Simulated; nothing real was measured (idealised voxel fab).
process module | voxel ribs on slabs
cross-section cut | 145 nm wide | cells 5 nm
A cross-section is a grid of square cells, given in bands from the top down. A band is one or more rows of cells.
Each band's line starts with the height of the band's top and of its bottom, in nm. Then come its materials from left to right, each with its width in nm. One material with "throughout" fills the band from edge to edge. "air" is empty space.
Height 0 is the level under which the wafer as received is all one material. The lowest band goes on downwards, as in "0 down".
A width such as "30 to 40" changes by the same amount from each row of cells to the next, from the band's top row to its bottom row.
"no change" after a step means that no cell of the cross-section changed.
closed voids: empty space of 8 cells or more with no open way to the top, each as width x height at its distance from the left edge, in nm
after a step's settings: what the simulator itself notes on the step
overlay nm, on a step with a mask: how far to the right of its planned place the mask lay; to the left if negative
plan
1 op RECEIVE | material Si
2 op DIRECTIONAL_DEP | material SiO2 | thk nm 25
3 op DIRECTIONAL_DEP | material polySi | thk nm 15
4 op DIRECTIONAL_DEP | material aC | thk nm 10
5 op PATTERN | tone cover | mask id RIB | material resist | width nm 15 | thk nm 30 | overlay nm 0
6 op DIRECTIONAL_ETCH | etch materials aC | depth nm 10
7 op STRIP | etch materials resist
8 op DIRECTIONAL_ETCH | etch materials polySi | depth nm 10
9 op STRIP | etch materials aC
10 op MASKED_ETCH | tone cover | mask id SLAB | width nm 55 | etch materials polySi | depth nm 5 | overlay nm 0
11 op FILL_DEP | material SiO2 | thk nm 25
12 op CMP | height nm 55
13 op DIRECTIONAL_DEP | material TiN | thk nm 10
14 op PATTERN | tone cover | mask id HEATER | material resist | width nm 25 | thk nm 20 | overlay nm 0
15 op DIRECTIONAL_ETCH | etch materials TiN | depth nm 10
16 op STRIP | etch materials resist
17 op CONFORMAL_DEP | material SiO2 | thk nm 5
as received, after step 1
  0 down: Si throughout
  closed voids: none
first wafer at the end, as planned
  70 to 65: air 55 | SiO2 35 | air 55
  65 to 60: air 55 | SiO2 5 | TiN 25 | SiO2 5 | air 55
  60 to 55: SiO2 60 | TiN 25 | SiO2 60
  55 to 40: SiO2 throughout
  40 to 30: SiO2 65 | polySi 15 | SiO2 65
  30 to 25: SiO2 45 | polySi 55 | SiO2 45
  25 to 0: SiO2 throughout
  0 down: Si throughout
  closed voids: none
second wafer at the end: like start, like plan, one mistake
  65 to 55: air 60 | TiN 25 | air 60
  55 to 40: SiO2 throughout
  40 to 30: SiO2 65 | polySi 15 | SiO2 65
  30 to 25: SiO2 45 | polySi 55 | SiO2 45
  25 to 0: SiO2 throughout
  0 down: Si throughout
  closed voids: none
what went wrong: step 17 was left out
at the end the second wafer has, in cells: 33 fewer of SiO2
